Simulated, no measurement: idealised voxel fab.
Process module in this document: voxel gate over fins
Displayed cross-section: cut, width of 170 nm, square cells sized 5 nm.
Just so we're on the same page, the cross-sections are grids of square cells, and they're listed out in bands top to bottom, each band one or more rows deep. Band entry format. Leading values: height of top, height of bottom, nm. Remainder: materials in left-to-right order, each with its width in nm. Special words: "all across" on a single material, which then fills the band edge to edge; "empty", empty space. Measure heights from 0. That's the level where, below it, the as-received wafer is all one material. The lowest band is bottomless and extends downward; write it as in "z 0 and below". Width "30 to 40": first value at the band's top row of cells, second value at its bottom row, equal change from row to row. "no change occurred" means the step left every cell of the cross-section as it was. The entry titled "Enclosed internal cavities" provides the empty spaces that have no open way to the top, restricted to those of 8 cells or more. Each is presented as width x height at distance, the distance being measured from the left edge, with all three in nm. Past the settings on a step's line: simulator remark, on that step. "overlay nm", when on a step's line for a step with a mask, measures how far to the right of its planned place the mask lay; a negative measure means to the left.
# The planned process steps are enumerated hereunder
1: RECEIVE | material Si
2: CONFORMAL_DEP | material SiN | thk nm 5
3: MASKED_ETCH | tone cover | mask id FINS | width nm 15 | pitch nm 60 | etch materials SiN | depth nm 5 | overlay nm 0
4: MASKED_ETCH | tone cover | mask id FINS | width nm 15 | pitch nm 60 | etch materials Si | depth nm 40 | overlay nm 0
5: FILL_DEP | material SiO2 | thk nm 10
6: CMP | height nm 5
7: DIRECTIONAL_DEP | material aC | thk nm 10
8: PATTERN | tone open | mask id RAIL | material resist | width nm 15 | thk nm 25 | overlay nm 0
9: DIRECTIONAL_ETCH | etch materials aC | depth nm 10
10: STRIP | etch materials resist
11: DIRECTIONAL_ETCH | etch materials SiO2 | depth nm 40
12: STRIP | etch materials aC
13: CONFORMAL_DEP | material TiN | thk nm 5
14: FILL_DEP | material Ru | thk nm 5
15: CMP | height nm 5
16: SELECTIVE_ETCH | etch materials W Ru TiN | depth nm 20
17: FILL_DEP | material SiO2 | thk nm 5
18: CMP | height nm 5
19: SELECTIVE_ETCH | etch materials SiO2 | depth nm 15
20: STRIP | etch materials SiN
21: CONFORMAL_DEP | material HfO2 | thk nm 5
22: CONFORMAL_DEP | material TiN | thk nm 5
23: FILL_DEP | material W | thk nm 15
24: CMP | height nm 20
25: CONFORMAL_DEP | material SiCN | thk nm 10
# Shown in cross-section is the wafer as received, that is, as it stands after step 1
* z 0 and below | Si all across
* Enclosed internal cavities: none
# What the wafer looks like in cross-section after this module, when it starts as shown above and follows the plan above but one mistake is made in running it
* z 30 to 20 | SiCN all across
* z 20 to 10 | W all across
* z 10 to 5 | 35 W, then 35 TiN, then 25 W, then 35 TiN, then 40 W
* z 5 to 0 | 35 W, then 5 TiN, then 25 HfO2, then 5 TiN, then 25 W, then 5 TiN, then 25 HfO2, then 5 TiN, then 40 W
* z 0 to -5 | 40 TiN, then 5 HfO2, then 15 Si, then 5 HfO2, then 35 TiN, then 5 HfO2, then 15 Si, then 5 HfO2, then 45 TiN
* z -5 to -10 | 45 HfO2, then 15 Si, then 45 HfO2, then 15 Si, then 50 HfO2
* z -10 to -15 | 45 SiO2, then 15 Si, then 45 SiO2, then 15 Si, then 50 SiO2
* z -15 to -30 | 45 SiO2, then 15 Si, then 10 SiO2, then 5 TiN, then 15 Ru, then 5 TiN, then 10 SiO2, then 15 Si, then 50 SiO2
* z -30 to -35 | 45 SiO2, then 15 Si, then 10 SiO2, then 25 TiN, then 10 SiO2, then 15 Si, then 50 SiO2
* z -35 to -40 | 45 SiO2, then 15 Si, then 45 SiO2, then 15 Si, then 50 SiO2
* z -40 and below | Si all across
* Enclosed internal cavities: none
Where did the run depart from the plan? step 8, actual vs plan mismatch, actual run PATTERN | tone open | mask id RAIL | material resist | width nm 25 | thk nm 25 | overlay nm 0
